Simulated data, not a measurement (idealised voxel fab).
Process module name: voxel spacer lines
Xsec cut, 175 nm wide, square cell size 5 nm.
Bands, listed from the top down, are how a cross-section gets written in this document; the cross-section itself is a grid of square cells, and a band is one or more rows of them. Read a band's entry like this: the first values are the height of its top and the height of its bottom in nm, and what follows is the sequence of materials from left to right, each with its width in nm. Note that "blank" is empty space, and that a single material marked "full width" reaches across the band from edge to edge. All heights in this document are referenced to 0, defined as the level beneath which the wafer, as received, consists entirely of one material. The lowest band is not bounded below; it extends indefinitely downward and is written in the form "z 0 and below". A two-number width, for instance "30->40", indicates that the width is equal to the first number in the top row of the band and to the second number in the bottom row, and that it changes by a constant amount per row of cells. "nothing different" after a step means that no cell of the cross-section changed. In "Trapped void list" the enclosed voids are listed, meaning empty spaces of 8 cells or larger without any opening to the top. The form is width x height at distance, distance from the left edge, units nm. Anything after a step's settings on that line? It's the simulator's own note about the step. overlay nm: on a step with a mask, how far right of its planned place the mask lay; negative means left.

[This section lists the process steps that were planned]
1: RECEIVE: material Si
2: CONFORMAL_DEP: material Al2O3, thk nm 10
3: DIRECTIONAL_DEP: material W, thk nm 15
4: DIRECTIONAL_DEP: material polySi, thk nm 30
5: PATTERN: tone cover, mask id MANDREL, material resist, width nm 15, pitch nm 50, thk nm 35, overlay nm 0
6: DIRECTIONAL_ETCH: etch materials polySi, depth nm 30
7: STRIP: etch materials resist
8: CONFORMAL_DEP: material SiO2, thk nm 10
9: DIRECTIONAL_ETCH: etch materials SiO2, depth nm 10
10: STRIP: etch materials polySi
11: DIRECTIONAL_ETCH: etch materials W, depth nm 15
12: STRIP: etch materials SiO2
13: FILL_DEP: material lowk, thk nm 10
14: CMP: height nm 25

[Cross-section of the incoming wafer, state after step 1]
  z 0 and below | Si full width
  Trapped void list: none

[Look at the cross-section after the module: the wafer started out the way shown above and the plan was the one shown above, yet one mistake was made along the way]
  z 25 to 15 | Al2O3 full width
  z 15 to 0 | W full width
  z 0 and below | Si full width
  Trapped void list: none
Deviation from plan: ran 2 and 3 in swapped order versus the plan
